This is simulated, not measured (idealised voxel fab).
process module | voxel ribs on slabs
cross-section cut | 285 nm wide | cells 5 nm
A cross-section is a grid of square cells, given in bands from the top down. A band is one or more rows of cells.
Each band's line starts with the height of the band's top and of its bottom, in nm. Then come its materials from left to right, each with its width in nm. One material with "throughout" fills the band from edge to edge. "air" is empty space.
Height 0 is the level under which the wafer as received is all one material. The lowest band goes on downwards, as in "0 down".
A width such as "30 to 40" changes by the same amount from each row of cells to the next, from the band's top row to its bottom row.
"no change" after a step means that no cell of the cross-section changed.
closed voids: empty space of 8 cells or more with no open way to the top, each as width x height at its distance from the left edge, in nm
after a step's settings: what the simulator itself notes on the step
overlay nm, on a step with a mask: how far to the right of its planned place the mask lay; to the left if negative
plan
1 op RECEIVE | material Si
2 op DIRECTIONAL_DEP | material SiO2 | thk nm 30
3 op DIRECTIONAL_DEP | material SiN | thk nm 15
4 op PATTERN | tone cover | mask id RIB | material resist | width nm 25 | thk nm 20 | overlay nm 0
5 op DIRECTIONAL_ETCH | etch materials SiN | depth nm 5
6 op STRIP | etch materials resist
7 op MASKED_ETCH | tone cover | mask id SLAB | width nm 55 | etch materials SiN | depth nm 10 | overlay nm 0
8 op FILL_DEP | material SiO2 | thk nm 20
9 op CMP | height nm 55
10 op DIRECTIONAL_DEP | material W | thk nm 10
11 op MASKED_ETCH | tone cover | mask id HEATER | width nm 35 | etch materials W | depth nm 10 | overlay nm 0
12 op CONFORMAL_DEP | material SiO2 | thk nm 5
as received, after step 1
  0 down: Si throughout
  closed voids: none
first wafer at the end, as planned
  70 to 65: air 120 | SiO2 45 | air 120
  65 to 60: air 120 | SiO2 5 | W 35 | SiO2 5 | air 120
  60 to 55: SiO2 125 | W 35 | SiO2 125
  55 to 45: SiO2 throughout
  45 to 40: SiO2 130 | SiN 25 | SiO2 130
  40 to 30: SiO2 115 | SiN 55 | SiO2 115
  30 to 0: SiO2 throughout
  0 down: Si throughout
  closed voids: none
second wafer at the end: like start, like plan, one mistake
  70 to 65: air 120 | SiO2 45 | air 120
  65 to 60: air 120 | SiO2 5 | W 35 | SiO2 5 | air 120
  60 to 55: SiO2 125 | W 35 | SiO2 125
  55 to 40: SiO2 throughout
  40 to 35: SiO2 130 | SiN 25 | SiO2 130
  35 to 25: SiO2 115 | SiN 55 | SiO2 115
  25 to 0: SiO2 throughout
  0 down: Si throughout
  closed voids: none
what went wrong: step 2 ran as: op DIRECTIONAL_DEP | material SiO2 | thk nm 25
at the end the second wafer has, in cells: as many of each material as the first, in other places
